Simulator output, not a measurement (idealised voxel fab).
A process module follows: voxel double patterning.
The cross-section on display is named cut; it measures 160 nm wide, and its cells are 5 nm squares.
Reading order for cross-sections: top band down to bottom band. Underlying form: a grid of square cells. Band size: one or more rows of cells. Band: top height; bottom height; in nm. Then, left to right: material with width in nm, for each material. "throughout": a single material spanning edge to edge. "blank": empty space. A quick word on heights: they are counted from 0, and under that level the wafer as it came to us is one material throughout. The lowest band is different from the rest in having no bottom; it simply continues downward, written as in "0 and below". Note: "30->40" means the width goes from the first number (top row of the band) to the second number (bottom row) in equal steps per row of cells. Step marked "remained unchanged"? Then no cell in the cross-section changed in it. Closed-off voids of 8+ cells (no open route to the top) go in "Voids, enclosed", written width x height at distance from the left edge, in nm. Formally, on a step line, whatever follows the settings is a remark that the simulator itself makes on the step. overlay nm: how far to the right of its planned place the mask lay on this masked step (negative: to the left).

Steps in the process plan
- 1: op RECEIVE | material Si
- 2: op CONFORMAL_DEP | material SiO2 | thk nm 10
- 3: op DIRECTIONAL_DEP | material W | thk nm 10
- 4: op DIRECTIONAL_DEP | material SiN | thk nm 5
- 5: op DIRECTIONAL_DEP | material aC | thk nm 15
- 6: op PATTERN | tone open | mask id FIRST | material resist | width nm 15 | pitch nm 50 | thk nm 35 | overlay nm 0
- 7: op DIRECTIONAL_ETCH | etch materials aC | depth nm 15
- 8: op STRIP | etch materials resist
- 9: op DIRECTIONAL_ETCH | etch materials SiN | depth nm 5
- 10: op STRIP | etch materials aC
- 11: op DIRECTIONAL_DEP | material aC | thk nm 10
- 12: op PATTERN | tone open | mask id SECOND | material resist | width nm 15 | thk nm 30 | overlay nm 0
- 13: op DIRECTIONAL_ETCH | etch materials aC | depth nm 10
- 14: op STRIP | etch materials resist
- 15: op DIRECTIONAL_ETCH | etch materials SiN | depth nm 5
- 16: op STRIP | etch materials aC
- 17: op DIRECTIONAL_ETCH | etch materials W | depth nm 10
- 18: op STRIP | etch materials SiN

So this is the incoming wafer in cross-section - it's already been through step 1
* 0 and below = Si throughout
* Voids, enclosed: none

This is how the wafer looks in cross-section once the module is done, given the starting state and plan above and one mistake in carrying the plan out
* 10 down to 0 = W 45 nm, blank 15 nm, W 10 nm, blank 15 nm, W 10 nm, blank 15 nm, W 50 nm
* 0 and below = Si throughout
* Voids, enclosed: none
Deviation from plan: yeah, step 2 of the plan got skipped, never ran
